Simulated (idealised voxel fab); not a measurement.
Process module, titled voxel capacitor over wiring
The figure presents cross-section cut, which has a width of 220 nm and is divided into square cells with an edge length of 5 nm.
Cross-section layout: square cells on a grid; listed as bands, top to bottom; a band spans one or more cell rows.
It is stipulated that each band's entry specify, in nanometres, the height of the top of the band and then that of its bottom, followed by the materials of the band in left-to-right sequence, each together with its width in nanometres. A single material marked by the word "edge to edge" is understood to fill the band from edge to edge; the word "blank" is understood to denote empty space.
Heights are expressed relative to 0, this being the level below which the as-received wafer comprises one material exclusively. The lowest band is unbounded in the downward direction and is denoted as in "top 0, no bottom".
A width such as "30 to 40" changes by the same amount from each row of cells to the next, from the band's top row to its bottom row.
"changes: none" for a step: no cell of the cross-section changed in that step.
Listed in "Closed void catalog": every empty space of 8 or more cells without an open way to the top. Form: width x height at distance, the distance being from the left edge, all in nm.
Text after the settings on a step's line: the simulator's own remark on that step.
overlay nm: mask right of planned place by this much (step with mask). Neg. = left.

## plan
| 1 | RECEIVE,material Si |
| 2 | CONFORMAL_DEP,material SiO2,thk nm 15 |
| 3 | CONFORMAL_DEP,material SiCN,thk nm 5 |
| 4 | DIRECTIONAL_DEP,material SiO2,thk nm 20 |
| 5 | DIRECTIONAL_DEP,material aC,thk nm 10 |
| 6 | PATTERN,tone open,mask id METAL_1,material resist,width nm 25,pitch nm 75,thk nm 25,overlay nm 0 |
| 7 | DIRECTIONAL_ETCH,etch materials aC,depth nm 10 |
| 8 | STRIP,etch materials resist |
| 9 | DIRECTIONAL_ETCH,etch materials SiO2,depth nm 20 |
| 10 | DIRECTIONAL_ETCH,etch materials SiCN,depth nm 5 |
| 11 | STRIP,etch materials aC |
| 12 | CONFORMAL_DEP,material TiN,thk nm 5 |
| 13 | FILL_DEP,material Ru,thk nm 10 |
| 14 | CMP,height nm 40 |
| 15 | EPI,material Ru,thk nm 5 |
| 16 | FILL_DEP,material SiCN,thk nm 5 |
| 17 | DIRECTIONAL_DEP,material lowk,thk nm 10 |
| 18 | PATTERN,tone open,mask id PLUG_1,material resist,width nm 15,thk nm 20,overlay nm 0 |
| 19 | DIRECTIONAL_ETCH,etch materials lowk,depth nm 10 |
| 20 | DIRECTIONAL_ETCH,etch materials SiCN,depth nm 5 |
| 21 | STRIP,etch materials resist |
| 22 | EPI,material Ru,thk nm 10 |
| 23 | EPI,material Ru,thk nm 5 |
| 24 | DIRECTIONAL_DEP,material TiN,thk nm 10 |
| 25 | DIRECTIONAL_DEP,material HfO2,thk nm 5 |
| 26 | DIRECTIONAL_DEP,material TiN,thk nm 10 |
| 27 | DIRECTIONAL_DEP,material aC,thk nm 10 |
| 28 | PATTERN,tone cover,mask id UPPER_PLATE,material resist,width nm 55,thk nm 30,overlay nm 0 |
| 29 | DIRECTIONAL_ETCH,etch materials aC,depth nm 10 |
| 30 | STRIP,etch materials resist |
| 31 | DIRECTIONAL_ETCH,etch materials TiN,depth nm 10 |
| 32 | DIRECTIONAL_ETCH,etch materials HfO2,depth nm 5 |
| 33 | STRIP,etch materials aC |
| 34 | DIRECTIONAL_DEP,material aC,thk nm 10 |
| 35 | PATTERN,tone cover,mask id LOWER_PLATE,material resist,width nm 65,thk nm 25,overlay nm 0 |
| 36 | DIRECTIONAL_ETCH,etch materials aC,depth nm 10 |
| 37 | STRIP,etch materials resist |
| 38 | DIRECTIONAL_ETCH,etch materials TiN,depth nm 10 |
| 39 | STRIP,etch materials aC |
| 40 | FILL_DEP,material SiO2,thk nm 20 |
| 41 | CMP,height nm 100 |
| 42 | MASKED_ETCH,tone open,mask id PLUG_2,width nm 15,etch materials SiO2,depth nm 15,overlay nm 0 |
| 43 | CONFORMAL_DEP,material TiN,thk nm 5 |
| 44 | FILL_DEP,material Cu,thk nm 5 |
| 45 | CMP,height nm 100 |
| 46 | CONFORMAL_DEP,material SiN,thk nm 5 |
Every wafer here starts from the same state; it is the step 42 width nm that distinguishes them, and the value the plan gives belongs to the first wafer.

## This is how the first of several wafers looked in cross-section when it arrived, which is after step 1
> top 0, no bottom: Si edge to edge
> Closed void catalog: none

## Cross-section of the first of several wafers, taken after step 46, where the module ends
> top 105, bottom 100: SiN edge to edge
> top 100, bottom 90: 80 nm SiO2  5 nm TiN  5 nm Cu  5 nm TiN  125 nm SiO2
> top 90, bottom 85: 80 nm SiO2  15 nm TiN  125 nm SiO2
> top 85, bottom 75: 70 nm SiO2  55 nm TiN  95 nm SiO2
> top 75, bottom 70: 70 nm SiO2  55 nm HfO2  95 nm SiO2
> top 70, bottom 60: 65 nm SiO2  65 nm TiN  90 nm SiO2
> top 60, bottom 50: 70 nm lowk  15 nm Ru  135 nm lowk
> top 50, bottom 45: 70 nm SiCN  15 nm Ru  135 nm SiCN
> top 45, bottom 40: 55 nm SiCN  35 nm Ru  40 nm SiCN  35 nm Ru  55 nm SiCN
> top 40, bottom 20: 60 nm SiO2  5 nm TiN  15 nm Ru  5 nm TiN  50 nm SiO2  5 nm TiN  15 nm Ru  5 nm TiN  60 nm SiO2
> top 20, bottom 15: 60 nm SiCN  25 nm TiN  50 nm SiCN  25 nm TiN  60 nm SiCN
> top 15, bottom 0: SiO2 edge to edge
> top 0, no bottom: Si edge to edge
> Closed void catalog: none

## End of module: cross-section, last of several wafers
> top 105, bottom 100: SiN edge to edge
> top 100, bottom 90: 75 nm SiO2  5 nm TiN  20 nm Cu  5 nm TiN  115 nm SiO2
> top 90, bottom 85: 75 nm SiO2  30 nm TiN  115 nm SiO2
> top 85, bottom 75: 70 nm SiO2  55 nm TiN  95 nm SiO2
> top 75, bottom 70: 70 nm SiO2  55 nm HfO2  95 nm SiO2
> top 70, bottom 60: 65 nm SiO2  65 nm TiN  90 nm SiO2
> top 60, bottom 50: 70 nm lowk  15 nm Ru  135 nm lowk
> top 50, bottom 45: 70 nm SiCN  15 nm Ru  135 nm SiCN
> top 45, bottom 40: 55 nm SiCN  35 nm Ru  40 nm SiCN  35 nm Ru  55 nm SiCN
> top 40, bottom 20: 60 nm SiO2  5 nm TiN  15 nm Ru  5 nm TiN  50 nm SiO2  5 nm TiN  15 nm Ru  5 nm TiN  60 nm SiO2
> top 20, bottom 15: 60 nm SiCN  25 nm TiN  50 nm SiCN  25 nm TiN  60 nm SiCN
> top 15, bottom 0: SiO2 edge to edge
> top 0, no bottom: Si edge to edge
> Closed void catalog: none

## Below is a per-wafer table. In it, each row describes the wafer at the end of the module by giving, for each material, the number of cells gained (+) or lost (-) since the wafer was received, and after that the closed voids of the wafer
width nm 15; +2 Cu; +11 HfO2; +47 Ru; +105 SiCN; +44 SiN; +552 SiO2; +81 TiN; +82 lowk; Closed void catalog: none
width nm 20; +4 Cu; +11 HfO2; +47 Ru; +105 SiCN; +44 SiN; +549 SiO2; +82 TiN; +82 lowk; Closed void catalog: none
width nm 25; +6 Cu; +11 HfO2; +47 Ru; +105 SiCN; +44 SiN; +546 SiO2; +83 TiN; +82 lowk; Closed void catalog: none
width nm 30; +8 Cu; +11 HfO2; +47 Ru; +105 SiCN; +44 SiN; +543 SiO2; +84 TiN; +82 lowk; Closed void catalog: none
